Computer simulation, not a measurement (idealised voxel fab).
Name of the process module below: voxel trench capacitor
cross-section cut | 275 nm wide | cells 5 nm
Bands, listed from the top down, are how a cross-section gets written in this document; the cross-section itself is a grid of square cells, and a band is one or more rows of them. Quick guide to a band line: top height, bottom height (nm) up front; then every material left to right with its width in nm. Only one material and it's marked "throughout"? Then it fills the band edge to edge. And "empty" just means empty space. Ref level 0: as-received wafer is one material below here. Bottom band extends down with no lower bound ("z 0 and below"). The two numbers in a width such as "30->40" mark its ends across the band: the first belongs to the top row of cells, the second to the bottom row, and from each row to the next the width moves by the same amount. Step marked "all unchanged"? Then no cell in the cross-section changed in it. If an empty space has no open way to the top and is at least 8 cells in size, "Trapped void list" lists it, written width x height at distance, where distance is measured from the left edge and every value is in nm. If you see something after the settings on a step's line, that's the simulator's own remark about that step. overlay nm: right-of-plan distance of the mask on a masked step; negative values mean left-of-plan.
**Intended process steps**
| 1 | RECEIVE, material Si |
| 2 | CONFORMAL_DEP, material SiN, thk nm 5 |
| 3 | PATTERN, tone open, mask id TRENCH, material resist, width nm 30, pitch nm 50, thk nm 15, overlay nm 0 |
| 4 | DIRECTIONAL_ETCH, etch materials SiN, depth nm 5 |
| 5 | DIRECTIONAL_ETCH, etch materials Si, depth nm 25 |
| 6 | STRIP, etch materials resist |
| 7 | CONFORMAL_DEP, material HfO2, thk nm 5 |
| 8 | CONFORMAL_DEP, material TiN, thk nm 5 |
| 9 | FILL_DEP, material W, thk nm 10 |
| 10 | CMP, height nm 5 |
**So, the first of our two wafers, run just as we planned it**
**Wafer as received: cross-section following step 1**
    z 0 and below: Si throughout
    Trapped void list: none
**Take a look at the wafer's cross-section after step 2**
    z 5 to 0: SiN throughout
    Below a height of 0, the structure has not been altered.
**Take a look at the wafer's cross-section after step 3**
    z 20 to 5: resist (95), then empty (30), then resist (20), then empty (30), then resist (100)
    Below a height of 5, the structure has not been altered.
**Take a look at the wafer's cross-section after step 4**
    z 20 to 5: resist (95), then empty (30), then resist (20), then empty (30), then resist (100)
    z 5 to 0: SiN (95), then empty (30), then SiN (20), then empty (30), then SiN (100)
    Below a height of 0, the structure has not been altered.
**Take a look at the wafer's cross-section after step 5**
    z 20 to 5: resist (95), then empty (30), then resist (20), then empty (30), then resist (100)
    z 5 to 0: SiN (95), then empty (30), then SiN (20), then empty (30), then SiN (100)
    z 0 to -25: Si (95), then empty (30), then Si (20), then empty (30), then Si (100)
    Below a height of -25, the structure has not been altered.
**Take a look at the wafer's cross-section after step 6**
    z 5 to 0: SiN (95), then empty (30), then SiN (20), then empty (30), then SiN (100)
    Below a height of 0, the structure has not been altered.
**Take a look at the wafer's cross-section after step 7**
    z 10 to 5: HfO2 (100), then empty (20), then HfO2 (30), then empty (20), then HfO2 (105)
    z 5 to 0: SiN (95), then HfO2 (5), then empty (20), then HfO2 (5), then SiN (20), then HfO2 (5), then empty (20), then HfO2 (5), then SiN (100)
    z 0 to -20: Si (95), then HfO2 (5), then empty (20), then HfO2 (5), then Si (20), then HfO2 (5), then empty (20), then HfO2 (5), then Si (100)
    z -20 to -25: Si (95), then HfO2 (30), then Si (20), then HfO2 (30), then Si (100)
    Below a height of -25, the structure has not been altered.
**Take a look at the wafer's cross-section after step 8**
    z 15 to 10: TiN (105), then empty (10), then TiN (40), then empty (10), then TiN (110)
    z 10 to 5: HfO2 (100), then TiN (5), then empty (10), then TiN (5), then HfO2 (30), then TiN (5), then empty (10), then TiN (5), then HfO2 (105)
    z 5 to 0: SiN (95), then HfO2 (5), then TiN (5), then empty (10), then TiN (5), then HfO2 (5), then SiN (20), then HfO2 (5), then TiN (5), then empty (10), then TiN (5), then HfO2 (5), then SiN (100)
    z 0 to -15: Si (95), then HfO2 (5), then TiN (5), then empty (10), then TiN (5), then HfO2 (5), then Si (20), then HfO2 (5), then TiN (5), then empty (10), then TiN (5), then HfO2 (5), then Si (100)
    z -15 to -20: Si (95), then HfO2 (5), then TiN (20), then HfO2 (5), then Si (20), then HfO2 (5), then TiN (20), then HfO2 (5), then Si (100)
    Below a height of -20, the structure has not been altered.
**Take a look at the wafer's cross-section after step 9**
    z 25 to 15: W throughout
    z 15 to 10: TiN (105), then W (10), then TiN (40), then W (10), then TiN (110)
    z 10 to 5: HfO2 (100), then TiN (5), then W (10), then TiN (5), then HfO2 (30), then TiN (5), then W (10), then TiN (5), then HfO2 (105)
    z 5 to 0: SiN (95), then HfO2 (5), then TiN (5), then W (10), then TiN (5), then HfO2 (5), then SiN (20), then HfO2 (5), then TiN (5), then W (10), then TiN (5), then HfO2 (5), then SiN (100)
    z 0 to -15: Si (95), then HfO2 (5), then TiN (5), then W (10), then TiN (5), then HfO2 (5), then Si (20), then HfO2 (5), then TiN (5), then W (10), then TiN (5), then HfO2 (5), then Si (100)
    Below a height of -15, the structure has not been altered.
**Take a look at the wafer's cross-section after step 10**
    z 5 to 0: SiN (95), then HfO2 (5), then TiN (5), then W (10), then TiN (5), then HfO2 (5), then SiN (20), then HfO2 (5), then TiN (5), then W (10), then TiN (5), then HfO2 (5), then SiN (100)
    Below a height of 0, the structure has not been altered.
**Companion wafer, the second of two: same beginning, same intended sequence, one mistake in carrying it out; through step 2 inclusive it tracks the first exactly**
**when step 3 should have ended**
    z 20 to 5: resist (100), then empty (20), then resist (30), then empty (20), then resist (105)
    Below a height of 5, the structure has not been altered.
**when step 4 should have ended**
    z 20 to 5: resist (100), then empty (20), then resist (30), then empty (20), then resist (105)
    z 5 to 0: SiN (100), then empty (20), then SiN (30), then empty (20), then SiN (105)
    Below a height of 0, the structure has not been altered.
**when step 5 should have ended**
    z 20 to 5: resist (100), then empty (20), then resist (30), then empty (20), then resist (105)
    z 5 to 0: SiN (100), then empty (20), then SiN (30), then empty (20), then SiN (105)
    z 0 to -25: Si (100), then empty (20), then Si (30), then empty (20), then Si (105)
    Below a height of -25, the structure has not been altered.
**when step 6 should have ended**
    z 5 to 0: SiN (100), then empty (20), then SiN (30), then empty (20), then SiN (105)
    Below a height of 0, the structure has not been altered.
**when step 7 should have ended**
    z 10 to 5: HfO2 (105), then empty (10), then HfO2 (40), then empty (10), then HfO2 (110)
    z 5 to 0: SiN (100), then HfO2 (5), then empty (10), then HfO2 (5), then SiN (30), then HfO2 (5), then empty (10), then HfO2 (5), then SiN (105)
    z 0 to -20: Si (100), then HfO2 (5), then empty (10), then HfO2 (5), then Si (30), then HfO2 (5), then empty (10), then HfO2 (5), then Si (105)
    z -20 to -25: Si (100), then HfO2 (20), then Si (30), then HfO2 (20), then Si (105)
    Below a height of -25, the structure has not been altered.
**when step 8 should have ended**
    z 15 to 10: TiN throughout
    z 10 to 5: HfO2 (105), then TiN (10), then HfO2 (40), then TiN (10), then HfO2 (110)
    z 5 to 0: SiN (100), then HfO2 (5), then TiN (10), then HfO2 (5), then SiN (30), then HfO2 (5), then TiN (10), then HfO2 (5), then SiN (105)
    z 0 to -20: Si (100), then HfO2 (5), then TiN (10), then HfO2 (5), then Si (30), then HfO2 (5), then TiN (10), then HfO2 (5), then Si (105)
    Below a height of -20, the structure has not been altered.
**when step 9 should have ended**
    z 25 to 15: W throughout
    Below a height of 15, the structure has not been altered.
**when step 10 should have ended**
    z 5 to 0: SiN (100), then HfO2 (5), then TiN (10), then HfO2 (5), then SiN (30), then HfO2 (5), then TiN (10), then HfO2 (5), then SiN (105)
    Below a height of 0, the structure has not been altered.
Heads up, the wafer didn't run the way we planned it: heads up, step 3 didn't go per plan, it actually ran as PATTERN, tone open, mask id TRENCH, material resist, width nm 20, pitch nm 50, thk nm 15, overlay nm 0
Count the cells at the end and the second wafer has more or fewer of some materials than the first: 4 fewer of HfO2; 20 more of Si; 4 more of SiN; 4 fewer of TiN; 16 fewer of W
